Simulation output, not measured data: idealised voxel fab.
The name of this process module is voxel self aligned vias.
The cross-section shown here is cut; it is 200 nm wide and divided into square cells measuring 5 nm on a side.
Bands, listed from the top down, are how a cross-section gets written in this document; the cross-section itself is a grid of square cells, and a band is one or more rows of them.
For a band, the entry starts with two heights in nm, that of the top and then that of the bottom, and carries on with the band's materials in order from left to right, each alongside its width in nm; the word "all across" beside a single material means it fills the band edge to edge, and "empty" means empty space.
Below 0: as-received wafer, all one material; heights counted from there. Lowest band: no bottom, goes on down, written "0 -> down".
Graded width ("30 to 40"): value in top row of band = first number; value in bottom row = second number; row-to-row change constant.
Where the words "remained unchanged" appear for a step, the cross-section shows no cell changed by that step; every cell remained as before.
What "Voids lacking openings" gives you is every empty space of 8 cells or more that is cut off from the top. Each appears as width x height at distance, with the distance taken from the left edge and width, height and distance all in nm.
after a step's settings: what the simulator itself notes on the step
Among the settings permitted on a step's line is "overlay nm"; applied to a step with a mask, it specifies the extent to which the mask lay to the right of its planned position, whereas a negative figure signifies a position to the left.
-- Planned process steps
1. RECEIVE with material Si
2. CONFORMAL_DEP with material SiO2, thk nm 10
3. CONFORMAL_DEP with material SiCN, thk nm 5
4. DIRECTIONAL_DEP with material SiO2, thk nm 20
5. MASKED_ETCH with tone open, mask id LINES, width nm 30, pitch nm 75, etch materials SiO2, depth nm 20, overlay nm 0
6. CONFORMAL_DEP with material TiN, thk nm 5
7. FILL_DEP with material Ru, thk nm 5
8. CMP with height nm 35
9. SELECTIVE_ETCH with etch materials W Ru TiN, depth nm 5
10. FILL_DEP with material SiN, thk nm 5
11. CMP with height nm 35
12. DIRECTIONAL_DEP with material SiO2, thk nm 20
13. MASKED_ETCH with tone open, mask id VIAS, width nm 50, pitch nm 75, etch materials SiO2, depth nm 20, overlay nm 0
14. MASKED_ETCH with tone open, mask id VIAS, width nm 50, pitch nm 75, etch materials SiN, depth nm 5, overlay nm 0
15. CONFORMAL_DEP with material TiN, thk nm 5
16. FILL_DEP with material W, thk nm 5
17. CMP with height nm 55
18. CONFORMAL_DEP with material SiN, thk nm 5
-- Cross-section, incoming material, after step 1
* 0 -> down = Si all across
* Voids lacking openings: none
-- Cross-section: first of two wafers, module finished, run according to plan
* 60 -> 55 = SiN all across
* 55 -> 40 = 35 nm SiO2  5 nm TiN  40 nm W  5 nm TiN  25 nm SiO2  5 nm TiN  40 nm W  5 nm TiN  40 nm SiO2
* 40 -> 35 = 35 nm SiO2  15 nm TiN  20 nm W  15 nm TiN  25 nm SiO2  15 nm TiN  20 nm W  15 nm TiN  40 nm SiO2
* 35 -> 30 = 45 nm SiO2  30 nm TiN  45 nm SiO2  30 nm TiN  50 nm SiO2
* 30 -> 20 = 45 nm SiO2  5 nm TiN  20 nm Ru  5 nm TiN  45 nm SiO2  5 nm TiN  20 nm Ru  5 nm TiN  50 nm SiO2
* 20 -> 15 = 45 nm SiO2  30 nm TiN  45 nm SiO2  30 nm TiN  50 nm SiO2
* 15 -> 10 = SiCN all across
* 10 -> 0 = SiO2 all across
* 0 -> down = Si all across
* Voids lacking openings: none
-- Second of two wafers, module complete, sectioned: it shares the first wafer's start and plan but was run with one mistake
* 60 -> 55 = SiN all across
* 55 -> 35 = 35 nm SiO2  5 nm TiN  40 nm W  5 nm TiN  25 nm SiO2  5 nm TiN  40 nm W  5 nm TiN  40 nm SiO2
* 35 -> 30 = 35 nm SiN  50 nm TiN  25 nm SiN  50 nm TiN  40 nm SiN
* 30 -> 15 = 45 nm SiO2  5 nm TiN  20 nm Ru  5 nm TiN  45 nm SiO2  5 nm TiN  20 nm Ru  5 nm TiN  50 nm SiO2
* 15 -> 10 = 45 nm SiO2  30 nm TiN  45 nm SiO2  30 nm TiN  50 nm SiO2
* 10 -> 0 = SiO2 all across
* 0 -> down = Si all across
* Voids lacking openings: none
Deviation from plan: heads up, step 3 of the plan was skipped and never actually ran
Cell-count delta at end, second wafer over first, by material: Ru: 8 more, SiCN: 40 fewer, SiN: 20 more, TiN: 4 more, W: 8 more
